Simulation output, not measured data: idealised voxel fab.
The document below concerns the process module designated voxel wiring stack.
For reference, the cross-section in this document is cut, with width 200 nm and square cells of 5 nm.
Reading order for cross-sections: top band down to bottom band. Underlying form: a grid of square cells. Band size: one or more rows of cells.
This entry defines a band. It first specifies the height of the band's top and the height of its bottom in nm, and then specifies the band's materials from left to right, stating each material with its width in nm. The word "edge to edge" identifies a single material that fills the band from edge to edge, while the word "blank" identifies empty space.
Heads up on the height convention: 0 is the point under which the incoming wafer is all one material, and the lowest band has no bottom, it just keeps going down, like "0 -> down".
Graded width ("30..40"): value in top row of band = first number; value in bottom row = second number; row-to-row change constant.
Key: "left unchanged" - step with no changed cell in the cross-section.
"Sealed-off cavities" lists enclosed empty spaces (at least 8 cells, no open path upward to the top), each as width x height at distance from the left edge, in nm.
Text after the settings on a step's line: the simulator's own remark on that step.
"overlay nm" answers the question of how far to the right of plan the mask lay on a step that has a mask, and when it is negative the answer is to the left.

**Planned process steps**
1,RECEIVE | material Si
2,CONFORMAL_DEP | material SiO2 | thk nm 10
3,DIRECTIONAL_DEP | material TiN | thk nm 5
4,DIRECTIONAL_DEP | material W | thk nm 25
5,DIRECTIONAL_DEP | material aC | thk nm 15
6,PATTERN | tone cover | mask id METAL_1 | material resist | width nm 20 | pitch nm 40 | thk nm 35 | overlay nm 0
7,DIRECTIONAL_ETCH | etch materials aC | depth nm 15
8,STRIP | etch materials resist
9,DIRECTIONAL_ETCH | etch materials W | depth nm 25
10,DIRECTIONAL_ETCH | etch materials TiN | depth nm 5
11,STRIP | etch materials aC
12,FILL_DEP | material lowk | thk nm 5
13,CMP | height nm 40
14,CONFORMAL_DEP | material SiCN | thk nm 5
15,DIRECTIONAL_DEP | material lowk | thk nm 10
16,DIRECTIONAL_DEP | material aC | thk nm 15
17,PATTERN | tone open | mask id PLUG_1 | material resist | width nm 15 | pitch nm 40 | thk nm 35 | overlay nm 0
18,DIRECTIONAL_ETCH | etch materials aC | depth nm 15
19,STRIP | etch materials resist
20,DIRECTIONAL_ETCH | etch materials lowk | depth nm 10
21,DIRECTIONAL_ETCH | etch materials SiCN | depth nm 5
22,STRIP | etch materials aC
23,EPI | material Ru | thk nm 10
24,EPI | material Ru | thk nm 5
25,CONFORMAL_DEP | material SiN | thk nm 5
26,DIRECTIONAL_DEP | material SiO2 | thk nm 15
27,MASKED_ETCH | tone open | mask id METAL_2 | width nm 20 | pitch nm 40 | etch materials SiO2 | depth nm 15 | overlay nm 0
28,MASKED_ETCH | tone open | mask id METAL_2 | width nm 20 | pitch nm 40 | etch materials SiN | depth nm 5 | overlay nm 0
29,CONFORMAL_DEP | material TiN | thk nm 5
30,FILL_DEP | material W | thk nm 5
31,CMP | height nm 75
32,EPI | material Ru | thk nm 5
33,FILL_DEP | material SiCN | thk nm 5
34,DIRECTIONAL_DEP | material SiO2 | thk nm 15
35,DIRECTIONAL_DEP | material aC | thk nm 10
36,PATTERN | tone open | mask id PLUG_2 | material resist | width nm 15 | pitch nm 40 | thk nm 25 | overlay nm 0
37,DIRECTIONAL_ETCH | etch materials aC | depth nm 10
38,STRIP | etch materials resist
39,DIRECTIONAL_ETCH | etch materials SiO2 | depth nm 15
40,DIRECTIONAL_ETCH | etch materials SiCN | depth nm 5
41,STRIP | etch materials aC
42,EPI | material Ru | thk nm 10
43,EPI | material Ru | thk nm 10
44,DIRECTIONAL_DEP | material TiN | thk nm 5
45,DIRECTIONAL_DEP | material W | thk nm 15
46,MASKED_ETCH | tone cover | mask id METAL_3 | width nm 20 | pitch nm 40 | etch materials W | depth nm 15 | overlay nm 0
47,MASKED_ETCH | tone cover | mask id METAL_3 | width nm 20 | pitch nm 40 | etch materials TiN | depth nm 5 | overlay nm 0
48,FILL_DEP | material SiO2 | thk nm 10
49,CMP | height nm 120
50,CONFORMAL_DEP | material SiN | thk nm 5

**Incoming wafer, cross-sectional view, post step 1**
    0 -> down  Si edge to edge
    Sealed-off cavities: none

**Final wafer profile in cross-section after the module, from the same start and plan as above, with one mistake made during processing**
    125 -> 120  SiN edge to edge
    120 -> 105  SiO2 50 nm; W 20 nm; SiO2 20 nm; W 20 nm; SiO2 20 nm; W 20 nm; SiO2 50 nm
    105 -> 100  SiO2 50 nm; TiN 20 nm; SiO2 20 nm; TiN 20 nm; SiO2 20 nm; TiN 20 nm; SiO2 50 nm
    100 -> 85  SiO2 50 nm; Ru 15 nm; SiO2 25 nm; Ru 15 nm; SiO2 25 nm; Ru 15 nm; SiO2 55 nm
    85 -> 75  SiCN 50..45 nm; Ru 15..30 nm; SiCN 25..10 nm; Ru 15..30 nm; SiCN 25..10 nm; Ru 15..30 nm; SiCN 55..45 nm
    75 -> 60  SiO2 50 nm; TiN 5 nm; W 10 nm; TiN 5 nm; SiO2 20 nm; TiN 5 nm; W 10 nm; TiN 5 nm; SiO2 20 nm; TiN 5 nm; W 10 nm; TiN 5 nm; SiO2 50 nm
    60 -> 55  SiN 50 nm; TiN 20 nm; SiN 20 nm; TiN 20 nm; SiN 20 nm; TiN 20 nm; SiN 50 nm
    55 -> 45  lowk 55 nm; Ru 15 nm; lowk 25 nm; Ru 15 nm; lowk 25 nm; Ru 15 nm; lowk 50 nm
    45 -> 40  SiCN 55 nm; Ru 15 nm; SiCN 25 nm; Ru 15 nm; SiCN 25 nm; Ru 15 nm; SiCN 50 nm
    40 -> 15  lowk 50 nm; W 20 nm; lowk 20 nm; W 20 nm; lowk 20 nm; W 20 nm; lowk 50 nm
    15 -> 10  lowk 50 nm; TiN 20 nm; lowk 20 nm; TiN 20 nm; lowk 20 nm; TiN 20 nm; lowk 50 nm
    10 -> 0  SiO2 edge to edge
    0 -> down  Si edge to edge
    Sealed-off cavities: none
Processing error: step 17: run off-plan, actual operation and settings PATTERN | tone open | mask id PLUG_1 | material resist | width nm 15 | pitch nm 40 | thk nm 35 | overlay nm 5
